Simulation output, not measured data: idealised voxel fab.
Process module heading - voxel capacitor over wiring
This is section cut - it's 275 nm across, gridded in 5 nm square cells.
Notation: cross-section as square-cell grid; stated in bands, top first, going down; one or more cell rows per band. Band entry format. Leading values: height of top, height of bottom, nm. Remainder: materials in left-to-right order, each with its width in nm. Special words: "edge to edge" on a single material, which then fills the band edge to edge; "air", empty space. Measure heights from 0. That's the level where, below it, the as-received wafer is all one material. The lowest band is bottomless and extends downward; write it as in "z 0 and below". Width spec "30..40" -> top row of cells at first value, bottom row at second value, equal per-row change in between. "nothing was modified", as given for a step, is the statement that not any cell of the cross-section underwent a change during that step. "Closed void entries": empty spaces of 8 cells or more with no open way to the top, each given as width x height at distance, distance from the left edge, all in nm. It should be noted that, on the line of a given step, the content following the step's settings is a remark produced by the simulator itself with respect to that step. For masked steps, "overlay nm" on the step line gives how far right of plan the mask actually lay; a minus sign means it lay to the left.
Planned step list for the process:
step 1: RECEIVE with material Si
step 2: CONFORMAL_DEP with material SiO2, thk nm 10
step 3: DIRECTIONAL_DEP with material TiN, thk nm 5
step 4: DIRECTIONAL_DEP with material W, thk nm 20
step 5: PATTERN with tone cover, mask id METAL_1, material resist, width nm 30, pitch nm 80, thk nm 20, overlay nm 0
step 6: DIRECTIONAL_ETCH with etch materials W, depth nm 20
step 7: DIRECTIONAL_ETCH with etch materials TiN, depth nm 5
step 8: STRIP with etch materials resist
step 9: FILL_DEP with material lowk, thk nm 10
step 10: CMP with height nm 35
step 11: CONFORMAL_DEP with material SiCN, thk nm 5
step 12: DIRECTIONAL_DEP with material SiO2, thk nm 15
step 13: MASKED_ETCH with tone open, mask id PLUG_1, width nm 15, etch materials SiO2, depth nm 15, overlay nm 0
step 14: MASKED_ETCH with tone open, mask id PLUG_1, width nm 15, etch materials SiCN, depth nm 5, overlay nm 0
step 15: EPI with material Ru, thk nm 10
step 16: EPI with material Ru, thk nm 10
step 17: DIRECTIONAL_DEP with material TiN, thk nm 5
step 18: DIRECTIONAL_DEP with material HfO2, thk nm 5
step 19: DIRECTIONAL_DEP with material TiN, thk nm 5
step 20: DIRECTIONAL_DEP with material aC, thk nm 10
step 21: PATTERN with tone cover, mask id UPPER_PLATE, material resist, width nm 55, thk nm 25, overlay nm 0
step 22: DIRECTIONAL_ETCH with etch materials aC, depth nm 10
step 23: STRIP with etch materials resist
step 24: DIRECTIONAL_ETCH with etch materials TiN, depth nm 5
step 25: DIRECTIONAL_ETCH with etch materials HfO2, depth nm 5
step 26: STRIP with etch materials aC
step 27: MASKED_ETCH with tone cover, mask id LOWER_PLATE, width nm 55, etch materials TiN, depth nm 5, overlay nm 0
step 28: FILL_DEP with material SiO2, thk nm 15
step 29: CMP with height nm 80
step 30: MASKED_ETCH with tone open, mask id PLUG_2, width nm 15, etch materials SiO2, depth nm 10, overlay nm 0
step 31: CONFORMAL_DEP with material TiN, thk nm 5
step 32: FILL_DEP with material Ru, thk nm 10
step 33: CMP with height nm 80
step 34: CONFORMAL_DEP with material SiN, thk nm 5
All wafers enter the flow in the same state. The width nm at step 27 differs from wafer to wafer, and the plan gives the value for the first wafer.
Cut through the first of several wafers as received, post step 1:
	z 0 and below  Si edge to edge
	Closed void entries: none
So in this table every wafer gets its own row, and what you see is where it stands at the end of the module: for each material, how many cells it picked up (+) or gave up (-) since we received it, and after that its closed voids:
width nm 55; +11 HfO2; +13 Ru; +52 SiCN; +55 SiN; +502 SiO2; +39 TiN; +48 W; +215 lowk; Closed void entries: none
width nm 60; +11 HfO2; +13 Ru; +52 SiCN; +55 SiN; +501 SiO2; +40 TiN; +48 W; +215 lowk; Closed void entries: none
width nm 65; +11 HfO2; +13 Ru; +52 SiCN; +55 SiN; +500 SiO2; +41 TiN; +48 W; +215 lowk; Closed void entries: none
width nm 70; +11 HfO2; +13 Ru; +52 SiCN; +55 SiN; +499 SiO2; +42 TiN; +48 W; +215 lowk; Closed void entries: none
width nm 75; +11 HfO2; +13 Ru; +52 SiCN; +55 SiN; +498 SiO2; +43 TiN; +48 W; +215 lowk; Closed void entries: none
width nm 80; +11 HfO2; +13 Ru; +52 SiCN; +55 SiN; +497 SiO2; +44 TiN; +48 W; +215 lowk; Closed void entries: none
